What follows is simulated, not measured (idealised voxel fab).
The following is a process module called voxel wiring stack.
For reference, the cross-section in this document is cut, with width 260 nm and square cells of 5 nm.
When this document writes out a cross-section, it uses a grid of square cells and lists it as bands, beginning at the top and moving down, with a band standing for one or more rows of cells.
Top height, bottom height, nm. Materials left to right, width each, nm. Single material + "everywhere" = fills band edge to edge. "empty" = empty.
Note: height 0 marks the level under which the wafer is uniformly one material as received. Lowest band unbounded below, written "from 0 down".
You'd read "30->40" like this: the band's top row of cells is as wide as the first number, its bottom row is as wide as the second, and going down, every row changes width by the same amount as the row before did.
"identical to before" means the step left every cell of the cross-section as it was.
Entry "Enclosed void catalog" = empty spaces >= 8 cells with no open way to the top; each as width x height at distance, distance from left edge, all nm.
Text after the settings on a step's line: the simulator's own remark on that step.
overlay nm: mask offset rightward from planned place, masked step; negative means leftward offset.
**The planned process steps are enumerated hereunder**
1. RECEIVE: material Si
2. CONFORMAL_DEP: material SiO2, thk nm 10
3. CONFORMAL_DEP: material SiCN, thk nm 5
4. DIRECTIONAL_DEP: material lowk, thk nm 20
5. PATTERN: tone open, mask id METAL_1, material resist, width nm 30, pitch nm 55, thk nm 15, overlay nm -15
6. DIRECTIONAL_ETCH: etch materials lowk, depth nm 20
7. DIRECTIONAL_ETCH: etch materials SiCN, depth nm 5
8. STRIP: etch materials resist
9. CONFORMAL_DEP: material TiN, thk nm 5
10. FILL_DEP: material W, thk nm 5
11. CMP: height nm 35
12. CONFORMAL_DEP: material SiCN, thk nm 5
13. DIRECTIONAL_DEP: material SiO2, thk nm 30
14. PATTERN: tone open, mask id METAL_2, material resist, width nm 30, pitch nm 55, thk nm 15, overlay nm 0
15. DIRECTIONAL_ETCH: etch materials SiO2, depth nm 15
16. STRIP: etch materials resist
17. DIRECTIONAL_DEP: material aC, thk nm 15
18. PATTERN: tone open, mask id METAL_2_HOLES, material resist, width nm 15, pitch nm 110, thk nm 30, overlay nm 0
19. DIRECTIONAL_ETCH: etch materials aC, depth nm 15
20. STRIP: etch materials resist
21. DIRECTIONAL_ETCH: etch materials SiO2, depth nm 15
22. DIRECTIONAL_ETCH: etch materials SiCN, depth nm 5
23. STRIP: etch materials aC
24. CONFORMAL_DEP: material TiN, thk nm 5
25. FILL_DEP: material Ru, thk nm 5
26. CMP: height nm 70
27. CONFORMAL_DEP: material SiCN, thk nm 5
Every wafer here starts from the same state; it is the step 5 overlay nm that distinguishes them, and the value the plan gives belongs to the first wafer.
**Step 1 complete: as-received cross-section of the first of several wafers**
from 0 down = Si everywhere
Enclosed void catalog: none
**Note: the following table is arranged by wafer, a row apiece. Each row reports the end-of-module state: per material, cells gained (+) or cells lost (-) compared with the wafer as received; closed voids follow**
overlay nm -15 | +32 Ru | +132 SiCN | +344 SiO2 | +88 TiN | +48 W | +136 lowk | Enclosed void catalog: none
overlay nm -10 | +32 Ru | +132 SiCN | +344 SiO2 | +88 TiN | +48 W | +136 lowk | Enclosed void catalog: none
overlay nm -5 | +32 Ru | +132 SiCN | +344 SiO2 | +88 TiN | +48 W | +136 lowk | Enclosed void catalog: none
overlay nm 0 | +32 Ru | +132 SiCN | +344 SiO2 | +88 TiN | +48 W | +136 lowk | Enclosed void catalog: none
overlay nm 5 | +32 Ru | +132 SiCN | +344 SiO2 | +88 TiN | +48 W | +136 lowk | Enclosed void catalog: none
overlay nm 10 | +32 Ru | +132 SiCN | +344 SiO2 | +88 TiN | +48 W | +136 lowk | Enclosed void catalog: none
overlay nm 15 | +32 Ru | +132 SiCN | +344 SiO2 | +88 TiN | +48 W | +136 lowk | Enclosed void catalog: none
